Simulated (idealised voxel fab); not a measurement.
The following process module bears the name voxel wiring stack.
Shown is cross-section cut, with a width of 175 nm and square cells of size 5 nm.
A cross-section in this document is a grid of square cells, and it is written down as bands, the top band listed before the ones below it; a band is made up of one or more rows of cells. Band entry format. Leading values: height of top, height of bottom, nm. Remainder: materials in left-to-right order, each with its width in nm. Special words: "throughout" on a single material, which then fills the band edge to edge; "empty", empty space. Basically, 0 is our baseline, since under it the wafer straight out of the box is all one material. The bottom band has no lower end and keeps on going down, so it looks like "from 0 down". The expression "30->40" gives the width at the extremes of the band, the first number at its top row of cells and the second at its bottom row, with the width changing by equal amounts from each row to the next in between. For the purposes of this document, the phrase "nothing got changed" attached to a step denotes that no cell within the cross-section was modified by that step. "Unvented voids": empty spaces of 8 cells or more with no open way to the top, each given as width x height at distance, distance from the left edge, all in nm. On each step's line, the part that comes after the settings is the simulator's own comment on the step. "overlay nm", when on a step's line for a step with a mask, measures how far to the right of its planned place the mask lay; a negative measure means to the left.

[Below is the list of planned process steps]
1: RECEIVE (material Si)
2: CONFORMAL_DEP (material SiO2; thk nm 15)
3: DIRECTIONAL_DEP (material TiN; thk nm 5)
4: DIRECTIONAL_DEP (material W; thk nm 15)
5: DIRECTIONAL_DEP (material aC; thk nm 10)
6: PATTERN (tone cover; mask id METAL_1; material resist; width nm 25; pitch nm 55; thk nm 25; overlay nm 0)
7: DIRECTIONAL_ETCH (etch materials aC; depth nm 10)
8: STRIP (etch materials resist)
9: DIRECTIONAL_ETCH (etch materials W; depth nm 15)
10: DIRECTIONAL_ETCH (etch materials TiN; depth nm 5)
11: STRIP (etch materials aC)
12: CONFORMAL_DEP (material SiCN; thk nm 5)
13: FILL_DEP (material SiO2; thk nm 5)
14: CMP (height nm 35)
15: CONFORMAL_DEP (material SiCN; thk nm 5)
16: DIRECTIONAL_DEP (material lowk; thk nm 30)
17: MASKED_ETCH (tone open; mask id METAL_2_HOLES; width nm 15; etch materials lowk; depth nm 30; overlay nm 0)
18: MASKED_ETCH (tone open; mask id METAL_2; width nm 25; pitch nm 55; etch materials lowk; depth nm 20; overlay nm 0)
19: MASKED_ETCH (tone open; mask id METAL_2; width nm 25; pitch nm 55; etch materials SiCN; depth nm 5; overlay nm 0)
20: CONFORMAL_DEP (material TiN; thk nm 5)
21: FILL_DEP (material Cu; thk nm 10)
22: CMP (height nm 70)
23: CONFORMAL_DEP (material SiN; thk nm 5)

[This is the cross-section of the wafer as we received it, i.e. after step 1]
from 0 down | Si throughout
Unvented voids: none

[Sectioned view, first of two wafers, at the close of the module, processed as intended in the plan]
from 75 to 70 | SiN throughout
from 70 to 55 | lowk 45 nm; TiN 5 nm; Cu 15 nm; TiN 5 nm; lowk 30 nm; TiN 5 nm; Cu 15 nm; TiN 5 nm; lowk 50 nm
from 55 to 50 | lowk 45 nm; TiN 5 nm; Cu 5 nm; TiN 15 nm; lowk 30 nm; TiN 25 nm; lowk 50 nm
from 50 to 40 | lowk 45 nm; TiN 5 nm; Cu 5 nm; TiN 5 nm; lowk 115 nm
from 40 to 35 | SiCN 45 nm; TiN 15 nm; SiCN 115 nm
from 35 to 20 | SiO2 40 nm; SiCN 5 nm; W 25 nm; SiCN 5 nm; SiO2 20 nm; SiCN 5 nm; W 25 nm; SiCN 5 nm; SiO2 45 nm
from 20 to 15 | SiCN 45 nm; TiN 25 nm; SiCN 30 nm; TiN 25 nm; SiCN 50 nm
from 15 to 0 | SiO2 throughout
from 0 down | Si throughout
Unvented voids: none

[End-of-module cross-section of the second wafer: identical starting point and process plan to the first, with one processing mistake]
from 90 to 85 | SiN throughout
from 85 to 75 | Cu throughout
from 75 to 70 | TiN 50 nm; Cu 15 nm; TiN 40 nm; Cu 15 nm; TiN 55 nm
from 70 to 55 | lowk 45 nm; TiN 5 nm; Cu 15 nm; TiN 5 nm; lowk 30 nm; TiN 5 nm; Cu 15 nm; TiN 5 nm; lowk 50 nm
from 55 to 50 | lowk 45 nm; TiN 5 nm; Cu 5 nm; TiN 15 nm; lowk 30 nm; TiN 25 nm; lowk 50 nm
from 50 to 40 | lowk 45 nm; TiN 5 nm; Cu 5 nm; TiN 5 nm; lowk 115 nm
from 40 to 35 | SiCN 45 nm; TiN 15 nm; SiCN 115 nm
from 35 to 20 | SiO2 40 nm; SiCN 5 nm; W 25 nm; SiCN 5 nm; SiO2 20 nm; SiCN 5 nm; W 25 nm; SiCN 5 nm; SiO2 45 nm
from 20 to 15 | SiCN 45 nm; TiN 25 nm; SiCN 30 nm; TiN 25 nm; SiCN 50 nm
from 15 to 0 | SiO2 throughout
from 0 down | Si throughout
Unvented voids: none
The mistake made against the process plan was this: plan step 22 never ran because it was skipped
Per the end-of-run cell counts, the second wafer holds more or fewer of some materials than the first: +76 Cu, +29 TiN
